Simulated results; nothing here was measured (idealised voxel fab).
process module | voxel capacitor over wiring
cross-section cut | 220 nm wide | cells 5 nm
A cross-section is a grid of square cells, given in bands from the top down. A band is one or more rows of cells.
Each band's line starts with the height of the band's top and of its bottom, in nm. Then come its materials from left to right, each with its width in nm. One material with "throughout" fills the band from edge to edge. "air" is empty space.
Height 0 is the level under which the wafer as received is all one material. The lowest band goes on downwards, as in "0 down".
A width such as "30 to 40" changes by the same amount from each row of cells to the next, from the band's top row to its bottom row.
"no change" after a step means that no cell of the cross-section changed.
closed voids: empty space of 8 cells or more with no open way to the top, each as width x height at its distance from the left edge, in nm
after a step's settings: what the simulator itself notes on the step
overlay nm, on a step with a mask: how far to the right of its planned place the mask lay; to the left if negative
plan
1 op RECEIVE | material Si
2 op CONFORMAL_DEP | material SiO2 | thk nm 10
3 op CONFORMAL_DEP | material SiCN | thk nm 5
4 op DIRECTIONAL_DEP | material lowk | thk nm 20
5 op DIRECTIONAL_DEP | material aC | thk nm 15
6 op PATTERN | tone open | mask id METAL_1 | material resist | width nm 30 | pitch nm 90 | thk nm 30 | overlay nm 0
7 op DIRECTIONAL_ETCH | etch materials aC | depth nm 15
8 op STRIP | etch materials resist
9 op DIRECTIONAL_ETCH | etch materials lowk | depth nm 20
10 op DIRECTIONAL_ETCH | etch materials SiCN | depth nm 5
11 op STRIP | etch materials aC
12 op CONFORMAL_DEP | material TiN | thk nm 5
13 op FILL_DEP | material Cu | thk nm 10
14 op CMP | height nm 35
15 op CONFORMAL_DEP | material SiCN | thk nm 5
16 op DIRECTIONAL_DEP | material lowk | thk nm 10
17 op PATTERN | tone open | mask id PLUG_1 | material resist | width nm 15 | thk nm 15 | overlay nm 0
18 op DIRECTIONAL_ETCH | etch materials lowk | depth nm 10
19 op DIRECTIONAL_ETCH | etch materials SiCN | depth nm 5
20 op STRIP | etch materials resist
21 op CONFORMAL_DEP | material TiN | thk nm 5
22 op FILL_DEP | material Ru | thk nm 5
23 op CMP | height nm 50
24 op DIRECTIONAL_DEP | material TiN | thk nm 10
25 op DIRECTIONAL_DEP | material SiN | thk nm 5
26 op DIRECTIONAL_DEP | material TiN | thk nm 10
27 op DIRECTIONAL_DEP | material aC | thk nm 15
28 op PATTERN | tone cover | mask id UPPER_PLATE | material resist | width nm 65 | thk nm 35 | overlay nm 0
29 op DIRECTIONAL_ETCH | etch materials aC | depth nm 15
30 op STRIP | etch materials resist
31 op DIRECTIONAL_ETCH | etch materials TiN | depth nm 10
32 op DIRECTIONAL_ETCH | etch materials SiN | depth nm 5
33 op STRIP | etch materials aC
34 op PATTERN | tone cover | mask id LOWER_PLATE | material resist | width nm 75 | thk nm 20 | overlay nm 0
35 op DIRECTIONAL_ETCH | etch materials TiN | depth nm 10
36 op STRIP | etch materials resist
37 op FILL_DEP | material SiO2 | thk nm 15
38 op CMP | height nm 85
39 op DIRECTIONAL_DEP | material aC | thk nm 15
40 op PATTERN | tone open | mask id PLUG_2 | material resist | width nm 15 | thk nm 30 | overlay nm 0
41 op DIRECTIONAL_ETCH | etch materials aC | depth nm 15
42 op STRIP | etch materials resist
43 op DIRECTIONAL_ETCH | etch materials SiO2 | depth nm 10
44 op STRIP | etch materials aC
45 op CONFORMAL_DEP | material TiN | thk nm 5
46 op FILL_DEP | material Ru | thk nm 10
47 op CMP | height nm 85
48 op CONFORMAL_DEP | material SiN | thk nm 5
as received, after step 1
  0 down: Si throughout
  closed voids: none
first wafer at the end, as planned
  90 to 85: SiN throughout
  85 to 80: SiO2 75 | TiN 5 | Ru 5 | TiN 5 | SiO2 130
  80 to 75: SiO2 75 | TiN 15 | SiO2 130
  75 to 65: SiO2 65 | TiN 65 | SiO2 90
  65 to 60: SiO2 65 | SiN 65 | SiO2 90
  60 to 50: SiO2 60 | TiN 75 | SiO2 85
  50 to 40: lowk 65 | TiN 5 | Ru 5 | TiN 5 | lowk 140
  40 to 35: SiCN 65 | TiN 15 | SiCN 140
  35 to 15: lowk 50 | TiN 5 | Cu 20 | TiN 5 | lowk 60 | TiN 5 | Cu 20 | TiN 5 | lowk 50
  15 to 10: SiCN 50 | TiN 30 | SiCN 60 | TiN 30 | SiCN 50
  10 to 0: SiO2 throughout
  0 down: Si throughout
  closed voids: none
second wafer at the end: like start, like plan, one mistake
  90 to 85: SiN throughout
  85 to 80: SiO2 75 | TiN 5 | Ru 5 | TiN 5 | SiO2 130
  80 to 75: SiO2 75 | TiN 15 | SiO2 130
  75 to 65: SiO2 65 | TiN 65 | SiO2 90
  65 to 60: SiO2 65 | SiN 65 | SiO2 90
  60 to 50: SiO2 60 | TiN 75 | SiO2 85
  50 to 45: SiCN 65 | TiN 15 | SiCN 140
  45 to 40: Cu throughout
  40 to 35: TiN 55 | Cu 20 | TiN 70 | Cu 20 | TiN 55
  35 to 15: lowk 50 | TiN 5 | Cu 20 | TiN 5 | lowk 60 | TiN 5 | Cu 20 | TiN 5 | lowk 50
  15 to 10: SiCN 50 | TiN 30 | SiCN 60 | TiN 30 | SiCN 50
  10 to 0: SiO2 throughout
  0 down: Si throughout
  closed voids: none
what went wrong: step 14 ran as: op CMP | height nm 45
at the end the second wafer has, in cells: 52 more of Cu | 2 fewer of Ru | 32 more of TiN | 82 fewer of lowk
